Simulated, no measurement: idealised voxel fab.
A process module follows: voxel self aligned vias.
290 nm wide, 5 nm square cells: that's cross-section cut.
When this document writes out a cross-section, it uses a grid of square cells and lists it as bands, beginning at the top and moving down, with a band standing for one or more rows of cells. Heights first: top, then bottom, in nm. Then materials, left to right, each with a width in nm. "full width" on a single material: fills the band edge to edge. "blank": empty space. A quick word on heights: they are counted from 0, and under that level the wafer as it came to us is one material throughout. The lowest band is different from the rest in having no bottom; it simply continues downward, written as in "0..down". A width given as "30..40" starts at the first number in the band's top row and ends at the second number in its bottom row, shifting by an equal amount at every step from row to row. Where the words "nothing changed" appear for a step, the cross-section shows no cell changed by that step; every cell remained as before. So "Trapped voids" is basically the list of trapped voids: any empty space of 8 cells or more that can't reach the top through an opening. They're written width x height at distance, the distance being from the left edge, and it's all nm. Anything after a step's settings on that line? It's the simulator's own note about the step. overlay nm: mask offset rightward from planned place, masked step; negative means leftward offset.
-- The following list gives the planned process steps
1 RECEIVE,material Si
2 CONFORMAL_DEP,material SiO2,thk nm 10
3 CONFORMAL_DEP,material SiCN,thk nm 5
4 DIRECTIONAL_DEP,material lowk,thk nm 30
5 DIRECTIONAL_DEP,material aC,thk nm 10
6 PATTERN,tone open,mask id LINES,material resist,width nm 30,pitch nm 80,thk nm 25,overlay nm 0
7 DIRECTIONAL_ETCH,etch materials aC,depth nm 10
8 STRIP,etch materials resist
9 DIRECTIONAL_ETCH,etch materials lowk,depth nm 30
10 STRIP,etch materials aC
11 CONFORMAL_DEP,material TiN,thk nm 5
12 FILL_DEP,material Ru,thk nm 5
13 CMP,height nm 45
14 SELECTIVE_ETCH,etch materials W Ru TiN,depth nm 10
15 FILL_DEP,material SiN,thk nm 5
16 CMP,height nm 45
17 DIRECTIONAL_DEP,material lowk,thk nm 15
18 DIRECTIONAL_DEP,material aC,thk nm 15
19 PATTERN,tone open,mask id VIAS,material resist,width nm 50,pitch nm 80,thk nm 35,overlay nm 0
20 DIRECTIONAL_ETCH,etch materials aC,depth nm 15
21 STRIP,etch materials resist
22 DIRECTIONAL_ETCH,etch materials lowk,depth nm 15
23 DIRECTIONAL_ETCH,etch materials SiN,depth nm 10
24 STRIP,etch materials aC
25 CONFORMAL_DEP,material TiN,thk nm 5
26 FILL_DEP,material Ru,thk nm 5
27 CMP,height nm 60
28 CONFORMAL_DEP,material SiCN,thk nm 5
-- What follows covers the first of two wafers; it ran as planned
-- Delivered wafer in cross-section: state after step 1
  0..down  Si full width
  Trapped voids: none
-- So this is the wafer cross-section right after step 2
  10..0  SiO2 full width
  Below 0, the layers are the same as they were.
-- So this is the wafer cross-section right after step 3
  15..10  SiCN full width
  Below 10, the layers are the same as they were.
-- So this is the wafer cross-section right after step 4
  45..15  lowk full width
  Below 15, the layers are the same as they were.
-- So this is the wafer cross-section right after step 5
  55..45  aC full width
  Below 45, the layers are the same as they were.
-- So this is the wafer cross-section right after step 6
  80..55  resist=90; blank=30; resist=50; blank=30; resist=90
  Below 55, the layers are the same as they were.
-- So this is the wafer cross-section right after step 7
  70..55  resist=90; blank=30; resist=50; blank=30; resist=90
  55..45  aC=90; blank=30; aC=50; blank=30; aC=90
  Below 45, the layers are the same as they were.
-- So this is the wafer cross-section right after step 8
  55..45  aC=90; blank=30; aC=50; blank=30; aC=90
  Below 45, the layers are the same as they were.
-- So this is the wafer cross-section right after step 9
  55..45  aC=90; blank=30; aC=50; blank=30; aC=90
  45..15  lowk=90; blank=30; lowk=50; blank=30; lowk=90
  Below 15, the layers are the same as they were.
-- So this is the wafer cross-section right after step 10
  45..15  lowk=90; blank=30; lowk=50; blank=30; lowk=90
  Below 15, the layers are the same as they were.
-- So this is the wafer cross-section right after step 11
  50..45  TiN=95; blank=20; TiN=60; blank=20; TiN=95
  45..20  lowk=90; TiN=5; blank=20; TiN=5; lowk=50; TiN=5; blank=20; TiN=5; lowk=90
  20..15  lowk=90; TiN=30; lowk=50; TiN=30; lowk=90
  Below 15, the layers are the same as they were.
-- So this is the wafer cross-section right after step 12
  55..50  Ru full width
  50..45  TiN=95; Ru=20; TiN=60; Ru=20; TiN=95
  45..20  lowk=90; TiN=5; Ru=20; TiN=5; lowk=50; TiN=5; Ru=20; TiN=5; lowk=90
  Below 20, the layers are the same as they were.
-- So this is the wafer cross-section right after step 13
  45..20  lowk=90; TiN=5; Ru=20; TiN=5; lowk=50; TiN=5; Ru=20; TiN=5; lowk=90
  Below 20, the layers are the same as they were.
-- So this is the wafer cross-section right after step 14
  45..35  lowk=90; blank=30; lowk=50; blank=30; lowk=90
  Below 35, the layers are the same as they were.
-- So this is the wafer cross-section right after step 15
  50..45  SiN full width
  45..35  lowk=90; SiN=30; lowk=50; SiN=30; lowk=90
  Below 35, the layers are the same as they were.
-- So this is the wafer cross-section right after step 16
  45..35  lowk=90; SiN=30; lowk=50; SiN=30; lowk=90
  Below 35, the layers are the same as they were.
-- So this is the wafer cross-section right after step 17
  60..45  lowk full width
  Below 45, the layers are the same as they were.
-- So this is the wafer cross-section right after step 18
  75..60  aC full width
  Below 60, the layers are the same as they were.
-- So this is the wafer cross-section right after step 19
  110..75  resist=80; blank=50; resist=30; blank=50; resist=80
  Below 75, the layers are the same as they were.
-- So this is the wafer cross-section right after step 20
  95..75  resist=80; blank=50; resist=30; blank=50; resist=80
  75..60  aC=80; blank=50; aC=30; blank=50; aC=80
  Below 60, the layers are the same as they were.
-- So this is the wafer cross-section right after step 21
  75..60  aC=80; blank=50; aC=30; blank=50; aC=80
  Below 60, the layers are the same as they were.
-- So this is the wafer cross-section right after step 22
  75..60  aC=80; blank=50; aC=30; blank=50; aC=80
  60..45  lowk=80; blank=50; lowk=30; blank=50; lowk=80
  Below 45, the layers are the same as they were.
-- So this is the wafer cross-section right after step 23
  75..60  aC=80; blank=50; aC=30; blank=50; aC=80
  60..45  lowk=80; blank=50; lowk=30; blank=50; lowk=80
  45..35  lowk=90; blank=30; lowk=50; blank=30; lowk=90
  Below 35, the layers are the same as they were.
-- So this is the wafer cross-section right after step 24
  60..45  lowk=80; blank=50; lowk=30; blank=50; lowk=80
  Below 45, the layers are the same as they were.
-- So this is the wafer cross-section right after step 25
  65..60  TiN=85; blank=40; TiN=40; blank=40; TiN=85
  60..50  lowk=80; TiN=5; blank=40; TiN=5; lowk=30; TiN=5; blank=40; TiN=5; lowk=80
  50..40  lowk=80..90; TiN=15..5; blank=20; TiN=15..5; lowk=30..50; TiN=15..5; blank=20; TiN=15..5; lowk=80..90
  40..35  lowk=90; TiN=30; lowk=50; TiN=30; lowk=90
  Below 35, the layers are the same as they were.
-- So this is the wafer cross-section right after step 26
  70..65  Ru full width
  65..60  TiN=85; Ru=40; TiN=40; Ru=40; TiN=85
  60..50  lowk=80; TiN=5; Ru=40; TiN=5; lowk=30; TiN=5; Ru=40; TiN=5; lowk=80
  50..40  lowk=80..90; TiN=15..5; Ru=20; TiN=15..5; lowk=30..50; TiN=15..5; Ru=20; TiN=15..5; lowk=80..90
  Below 40, the layers are the same as they were.
-- So this is the wafer cross-section right after step 27
  60..50  lowk=80; TiN=5; Ru=40; TiN=5; lowk=30; TiN=5; Ru=40; TiN=5; lowk=80
  Below 50, the layers are the same as they were.
-- So this is the wafer cross-section right after step 28
  65..60  SiCN full width
  Below 60, the layers are the same as they were.
-- Second Wafer (Identical Start and Plan, One Processing Error; Matches First Wafer Through Step 1)
-- Look at the second wafer in cross-section at the time step 2 ought to have finished
  10..0  aC full width
  Below 0, the layers are the same as they were.
-- Look at the second wafer in cross-section at the time step 3 ought to have finished
  15..10  SiCN full width
  Below 10, the layers are the same as they were.
-- Look at the second wafer in cross-section at the time step 4 ought to have finished
  45..15  lowk full width
  Below 15, the layers are the same as they were.
-- Look at the second wafer in cross-section at the time step 5 ought to have finished
  55..45  aC full width
  Below 45, the layers are the same as they were.
-- Look at the second wafer in cross-section at the time step 6 ought to have finished
  80..55  resist=90; blank=30; resist=50; blank=30; resist=90
  Below 55, the layers are the same as they were.
-- Look at the second wafer in cross-section at the time step 7 ought to have finished
  70..55  resist=90; blank=30; resist=50; blank=30; resist=90
  55..45  aC=90; blank=30; aC=50; blank=30; aC=90
  Below 45, the layers are the same as they were.
-- Look at the second wafer in cross-section at the time step 8 ought to have finished
  55..45  aC=90; blank=30; aC=50; blank=30; aC=90
  Below 45, the layers are the same as they were.
-- Look at the second wafer in cross-section at the time step 9 ought to have finished
  55..45  aC=90; blank=30; aC=50; blank=30; aC=90
  45..15  lowk=90; blank=30; lowk=50; blank=30; lowk=90
  Below 15, the layers are the same as they were.
-- Look at the second wafer in cross-section at the time step 10 ought to have finished
  45..15  lowk=90; blank=30; lowk=50; blank=30; lowk=90
  Below 15, the layers are the same as they were.
-- Look at the second wafer in cross-section at the time step 11 ought to have finished
  50..45  TiN=95; blank=20; TiN=60; blank=20; TiN=95
  45..20  lowk=90; TiN=5; blank=20; TiN=5; lowk=50; TiN=5; blank=20; TiN=5; lowk=90
  20..15  lowk=90; TiN=30; lowk=50; TiN=30; lowk=90
  Below 15, the layers are the same as they were.
-- Look at the second wafer in cross-section at the time step 12 ought to have finished
  55..50  Ru full width
  50..45  TiN=95; Ru=20; TiN=60; Ru=20; TiN=95
  45..20  lowk=90; TiN=5; Ru=20; TiN=5; lowk=50; TiN=5; Ru=20; TiN=5; lowk=90
  Below 20, the layers are the same as they were.
-- Look at the second wafer in cross-section at the time step 13 ought to have finished
  45..20  lowk=90; TiN=5; Ru=20; TiN=5; lowk=50; TiN=5; Ru=20; TiN=5; lowk=90
  Below 20, the layers are the same as they were.
-- Look at the second wafer in cross-section at the time step 14 ought to have finished
  45..35  lowk=90; blank=30; lowk=50; blank=30; lowk=90
  Below 35, the layers are the same as they were.
-- Look at the second wafer in cross-section at the time step 15 ought to have finished
  50..45  SiN full width
  45..35  lowk=90; SiN=30; lowk=50; SiN=30; lowk=90
  Below 35, the layers are the same as they were.
-- Look at the second wafer in cross-section at the time step 16 ought to have finished
  45..35  lowk=90; SiN=30; lowk=50; SiN=30; lowk=90
  Below 35, the layers are the same as they were.
-- Look at the second wafer in cross-section at the time step 17 ought to have finished
  60..45  lowk full width
  Below 45, the layers are the same as they were.
-- Look at the second wafer in cross-section at the time step 18 ought to have finished
  75..60  aC full width
  Below 60, the layers are the same as they were.
-- Look at the second wafer in cross-section at the time step 19 ought to have finished
  110..75  resist=80; blank=50; resist=30; blank=50; resist=80
  Below 75, the layers are the same as they were.
-- Look at the second wafer in cross-section at the time step 20 ought to have finished
  95..75  resist=80; blank=50; resist=30; blank=50; resist=80
  75..60  aC=80; blank=50; aC=30; blank=50; aC=80
  Below 60, the layers are the same as they were.
-- Look at the second wafer in cross-section at the time step 21 ought to have finished
  75..60  aC=80; blank=50; aC=30; blank=50; aC=80
  Below 60, the layers are the same as they were.
-- Look at the second wafer in cross-section at the time step 22 ought to have finished
  75..60  aC=80; blank=50; aC=30; blank=50; aC=80
  60..45  lowk=80; blank=50; lowk=30; blank=50; lowk=80
  Below 45, the layers are the same as they were.
-- Look at the second wafer in cross-section at the time step 23 ought to have finished
  75..60  aC=80; blank=50; aC=30; blank=50; aC=80
  60..45  lowk=80; blank=50; lowk=30; blank=50; lowk=80
  45..35  lowk=90; blank=30; lowk=50; blank=30; lowk=90
  Below 35, the layers are the same as they were.
-- Look at the second wafer in cross-section at the time step 24 ought to have finished
  60..45  lowk=80; blank=50; lowk=30; blank=50; lowk=80
  Below 45, the layers are the same as they were.
-- Look at the second wafer in cross-section at the time step 25 ought to have finished
  65..60  TiN=85; blank=40; TiN=40; blank=40; TiN=85
  60..50  lowk=80; TiN=5; blank=40; TiN=5; lowk=30; TiN=5; blank=40; TiN=5; lowk=80
  50..40  lowk=80..90; TiN=15..5; blank=20; TiN=15..5; lowk=30..50; TiN=15..5; blank=20; TiN=15..5; lowk=80..90
  40..35  lowk=90; TiN=30; lowk=50; TiN=30; lowk=90
  Below 35, the layers are the same as they were.
-- Look at the second wafer in cross-section at the time step 26 ought to have finished
  70..65  Ru full width
  65..60  TiN=85; Ru=40; TiN=40; Ru=40; TiN=85
  60..50  lowk=80; TiN=5; Ru=40; TiN=5; lowk=30; TiN=5; Ru=40; TiN=5; lowk=80
  50..40  lowk=80..90; TiN=15..5; Ru=20; TiN=15..5; lowk=30..50; TiN=15..5; Ru=20; TiN=15..5; lowk=80..90
  Below 40, the layers are the same as they were.
-- Look at the second wafer in cross-section at the time step 27 ought to have finished
  60..50  lowk=80; TiN=5; Ru=40; TiN=5; lowk=30; TiN=5; Ru=40; TiN=5; lowk=80
  Below 50, the layers are the same as they were.
-- Look at the second wafer in cross-section at the time step 28 ought to have finished
  65..60  SiCN full width
  Below 60, the layers are the same as they were.
Diagnosis: note that step 2 departed from the planned setting and was carried out as CONFORMAL_DEP,material aC,thk nm 10
Per the end-of-run cell counts, the second wafer holds more or fewer of some materials than the first: SiO2: 116 fewer, aC: 116 more
